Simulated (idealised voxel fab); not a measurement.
This section sets out a process module, namely voxel local oxidation.
Square cell edge 5 nm, section width 245 nm, ID cut.
Square cells in a grid make up a cross-section in this document, and the grid is given as bands, listed from the top down, each one or more rows of cells. Heads up on the band format: heights come first, top then bottom, in nm. After that it's the materials left to right, each with its width in nm. A single material flagged "all across" fills the whole band edge to edge, and "empty" means there's empty space there. Basically, 0 is our baseline, since under it the wafer straight out of the box is all one material. The bottom band has no lower end and keeps on going down, so it looks like "0..down". A width given as "30->40" starts at the first number in the band's top row and ends at the second number in its bottom row, shifting by an equal amount at every step from row to row. Step marked "stayed the same"? Then no cell in the cross-section changed in it. Each empty space that has no open way to the top and spans at least 8 cells appears under "Closed void register" as width x height at distance, the distance counted from the left edge, all in nm. Past the settings on a step's line: simulator remark, on that step. Steps that use a mask can have "overlay nm" on their line. It says how far the mask sat to the right of where it was meant to be. Negative means to the left.

Process steps - plan
1,RECEIVE,material Si
2,OXIDIZE,depth nm 5
3,CONFORMAL_DEP,material SiN,thk nm 15
4,MASKED_ETCH,tone cover,mask id ACTIVE,width nm 125,etch materials SiN,depth nm 15,overlay nm 0
5,SELECTIVE_ETCH,etch materials SiO2,depth nm 5
6,OXIDIZE,depth nm 10
7,STRIP,etch materials SiN

As-received state of the wafer in cross-section, equivalent to post-step 1
* 0..down  Si all across
* Closed void register: none

This is how the wafer looks in cross-section once the module is done, given the starting state and plan above and one mistake in carrying the plan out
* 15..0  empty (60) | SiN (125) | empty (60)
* 0..-5  empty (65) | SiO2 (115) | empty (65)
* -5..-15  SiO2 (75) | Si (95) | SiO2 (75)
* -15..down  Si all across
* Closed void register: none
Processing error: it should be noted that step 7 of the plan was omitted and was not performed
